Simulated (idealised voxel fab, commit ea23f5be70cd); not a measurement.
voxel fin reveal: a process module
We display cut, a cross-section 255 nm in width whose square cells are each 5 nm.
Square cells in a grid make up a cross-section in this document, and the grid is given as bands, listed from the top down, each one or more rows of cells. Top height, bottom height, nm. Materials left to right, width each, nm. Single material + "full width" = fills band edge to edge. "blank" = empty. Heights from 0 (as-received wafer is one material below). Bottom band endless downward, as "z 0 and below". With a width like "30 to 40", each row of cells in the band differs from the next by the same amount, the top row carrying the first number and the bottom row the second. When a step is marked "nothing different", none of the cells in the cross-section changed during that step. Empty spaces counting at least 8 cells and having no open way to the top are listed in "Fully sealed voids". The notation width x height at distance is used for each, the distance being from the left edge and all three values in nm. On each step's line, the part that comes after the settings is the simulator's own comment on the step. When a step includes a mask, the "overlay nm" setting on its line states how far to the right of its planned place that mask lay, and negative values state how far to the left.
Listed below are the process steps as planned:
1: RECEIVE,material Si
2: CONFORMAL_DEP,material SiN,thk nm 5
3: DIRECTIONAL_DEP,material aC,thk nm 10
4: PATTERN,tone cover,mask id FINS,material resist,width nm 15,pitch nm 35,thk nm 25,overlay nm 0
5: DIRECTIONAL_ETCH,etch materials aC,depth nm 10
6: STRIP,etch materials resist
7: DIRECTIONAL_ETCH,etch materials SiN,depth nm 5
8: DIRECTIONAL_ETCH,etch materials Si,depth nm 30
9: STRIP,etch materials aC
10: FILL_DEP,material SiO2,thk nm 15
11: CMP,height nm 5
12: SELECTIVE_ETCH,etch materials SiO2,depth nm 15
13: STRIP,etch materials SiN
14: CONFORMAL_DEP,material HfO2,thk nm 5
The first of a set of two wafers, run to plan:
Incoming wafer, cross-sectional view, post step 1:
- z 0 and below: Si full width
- Fully sealed voids: none
Wafer section view after processing step 2:
- z 5 to 0: SiN full width
- Unchanged below 0.
Wafer section view after processing step 3:
- z 15 to 5: aC full width
- Unchanged below 5.
Wafer section view after processing step 4:
- z 40 to 15: 85 nm blank; 15 nm resist; 20 nm blank; 15 nm resist; 20 nm blank; 15 nm resist; 85 nm blank
- Unchanged below 15.
Wafer section view after processing step 5:
- z 30 to 15: 85 nm blank; 15 nm resist; 20 nm blank; 15 nm resist; 20 nm blank; 15 nm resist; 85 nm blank
- z 15 to 5: 85 nm blank; 15 nm aC; 20 nm blank; 15 nm aC; 20 nm blank; 15 nm aC; 85 nm blank
- Unchanged below 5.
Wafer section view after processing step 6:
- z 15 to 5: 85 nm blank; 15 nm aC; 20 nm blank; 15 nm aC; 20 nm blank; 15 nm aC; 85 nm blank
- Unchanged below 5.
Wafer section view after processing step 7:
- z 15 to 5: 85 nm blank; 15 nm aC; 20 nm blank; 15 nm aC; 20 nm blank; 15 nm aC; 85 nm blank
- z 5 to 0: 85 nm blank; 15 nm SiN; 20 nm blank; 15 nm SiN; 20 nm blank; 15 nm SiN; 85 nm blank
- Unchanged below 0.
Wafer section view after processing step 8:
- z 15 to 5: 85 nm blank; 15 nm aC; 20 nm blank; 15 nm aC; 20 nm blank; 15 nm aC; 85 nm blank
- z 5 to 0: 85 nm blank; 15 nm SiN; 20 nm blank; 15 nm SiN; 20 nm blank; 15 nm SiN; 85 nm blank
- z 0 to -30: 85 nm blank; 15 nm Si; 20 nm blank; 15 nm Si; 20 nm blank; 15 nm Si; 85 nm blank
- Unchanged below -30.
Wafer section view after processing step 9:
- z 5 to 0: 85 nm blank; 15 nm SiN; 20 nm blank; 15 nm SiN; 20 nm blank; 15 nm SiN; 85 nm blank
- Unchanged below 0.
Wafer section view after processing step 10:
- z 20 to 5: SiO2 full width
- z 5 to 0: 85 nm SiO2; 15 nm SiN; 20 nm SiO2; 15 nm SiN; 20 nm SiO2; 15 nm SiN; 85 nm SiO2
- z 0 to -30: 85 nm SiO2; 15 nm Si; 20 nm SiO2; 15 nm Si; 20 nm SiO2; 15 nm Si; 85 nm SiO2
- Unchanged below -30.
Wafer section view after processing step 11:
- z 5 to 0: 85 nm SiO2; 15 nm SiN; 20 nm SiO2; 15 nm SiN; 20 nm SiO2; 15 nm SiN; 85 nm SiO2
- Unchanged below 0.
Wafer section view after processing step 12:
- z 5 to 0: 85 nm blank; 15 nm SiN; 20 nm blank; 15 nm SiN; 20 nm blank; 15 nm SiN; 85 nm blank
- z 0 to -10: 85 nm blank; 15 nm Si; 20 nm blank; 15 nm Si; 20 nm blank; 15 nm Si; 85 nm blank
- Unchanged below -10.
Wafer section view after processing step 13:
- z 0 to -10: 85 nm blank; 15 nm Si; 20 nm blank; 15 nm Si; 20 nm blank; 15 nm Si; 85 nm blank
- Unchanged below -10.
Wafer section view after processing step 14:
- z 5 to 0: 80 nm blank; 25 nm HfO2; 10 nm blank; 25 nm HfO2; 10 nm blank; 25 nm HfO2; 80 nm blank
- z 0 to -5: 80 nm blank; 5 nm HfO2; 15 nm Si; 5 nm HfO2; 10 nm blank; 5 nm HfO2; 15 nm Si; 5 nm HfO2; 10 nm blank; 5 nm HfO2; 15 nm Si; 5 nm HfO2; 80 nm blank
- z -5 to -10: 85 nm HfO2; 15 nm Si; 20 nm HfO2; 15 nm Si; 20 nm HfO2; 15 nm Si; 85 nm HfO2
- Unchanged below -10.
Regarding the second of the two wafers: it shared the first wafer's starting condition and process plan, yet one error occurred during its execution. Its history coincides with that of the first wafer up to and including step 3:
Second wafer shown in cross-section at the time step 4 was slated to end:
- z 40 to 15: 80 nm blank; 15 nm resist; 20 nm blank; 15 nm resist; 20 nm blank; 15 nm resist; 90 nm blank
- Unchanged below 15.
Second wafer shown in cross-section at the time step 5 was slated to end:
- z 30 to 15: 80 nm blank; 15 nm resist; 20 nm blank; 15 nm resist; 20 nm blank; 15 nm resist; 90 nm blank
- z 15 to 5: 80 nm blank; 15 nm aC; 20 nm blank; 15 nm aC; 20 nm blank; 15 nm aC; 90 nm blank
- Unchanged below 5.
Second wafer shown in cross-section at the time step 6 was slated to end:
- z 15 to 5: 80 nm blank; 15 nm aC; 20 nm blank; 15 nm aC; 20 nm blank; 15 nm aC; 90 nm blank
- Unchanged below 5.
Second wafer shown in cross-section at the time step 7 was slated to end:
- z 15 to 5: 80 nm blank; 15 nm aC; 20 nm blank; 15 nm aC; 20 nm blank; 15 nm aC; 90 nm blank
- z 5 to 0: 80 nm blank; 15 nm SiN; 20 nm blank; 15 nm SiN; 20 nm blank; 15 nm SiN; 90 nm blank
- Unchanged below 0.
Second wafer shown in cross-section at the time step 8 was slated to end:
- z 15 to 5: 80 nm blank; 15 nm aC; 20 nm blank; 15 nm aC; 20 nm blank; 15 nm aC; 90 nm blank
- z 5 to 0: 80 nm blank; 15 nm SiN; 20 nm blank; 15 nm SiN; 20 nm blank; 15 nm SiN; 90 nm blank
- z 0 to -30: 80 nm blank; 15 nm Si; 20 nm blank; 15 nm Si; 20 nm blank; 15 nm Si; 90 nm blank
- Unchanged below -30.
Second wafer shown in cross-section at the time step 9 was slated to end:
- z 5 to 0: 80 nm blank; 15 nm SiN; 20 nm blank; 15 nm SiN; 20 nm blank; 15 nm SiN; 90 nm blank
- Unchanged below 0.
Second wafer shown in cross-section at the time step 10 was slated to end:
- z 20 to 5: SiO2 full width
- z 5 to 0: 80 nm SiO2; 15 nm SiN; 20 nm SiO2; 15 nm SiN; 20 nm SiO2; 15 nm SiN; 90 nm SiO2
- z 0 to -30: 80 nm SiO2; 15 nm Si; 20 nm SiO2; 15 nm Si; 20 nm SiO2; 15 nm Si; 90 nm SiO2
- Unchanged below -30.
Second wafer shown in cross-section at the time step 11 was slated to end:
- z 5 to 0: 80 nm SiO2; 15 nm SiN; 20 nm SiO2; 15 nm SiN; 20 nm SiO2; 15 nm SiN; 90 nm SiO2
- Unchanged below 0.
Second wafer shown in cross-section at the time step 12 was slated to end:
- z 5 to 0: 80 nm blank; 15 nm SiN; 20 nm blank; 15 nm SiN; 20 nm blank; 15 nm SiN; 90 nm blank
- z 0 to -10: 80 nm blank; 15 nm Si; 20 nm blank; 15 nm Si; 20 nm blank; 15 nm Si; 90 nm blank
- Unchanged below -10.
Second wafer shown in cross-section at the time step 13 was slated to end:
- z 0 to -10: 80 nm blank; 15 nm Si; 20 nm blank; 15 nm Si; 20 nm blank; 15 nm Si; 90 nm blank
- Unchanged below -10.
Second wafer shown in cross-section at the time step 14 was slated to end:
- z 5 to 0: 75 nm blank; 25 nm HfO2; 10 nm blank; 25 nm HfO2; 10 nm blank; 25 nm HfO2; 85 nm blank
- z 0 to -5: 75 nm blank; 5 nm HfO2; 15 nm Si; 5 nm HfO2; 10 nm blank; 5 nm HfO2; 15 nm Si; 5 nm HfO2; 10 nm blank; 5 nm HfO2; 15 nm Si; 5 nm HfO2; 85 nm blank
- z -5 to -10: 80 nm HfO2; 15 nm Si; 20 nm HfO2; 15 nm Si; 20 nm HfO2; 15 nm Si; 90 nm HfO2
- Unchanged below -10.
The mistake made against the process plan was this: contrary to plan, step 4 was performed as PATTERN,tone cover,mask id FINS,material resist,width nm 15,pitch nm 35,thk nm 25,overlay nm -5
Upon completion, the cell count for each material on the second wafer equals that on the first, whereas the spatial distribution of those cells differs.
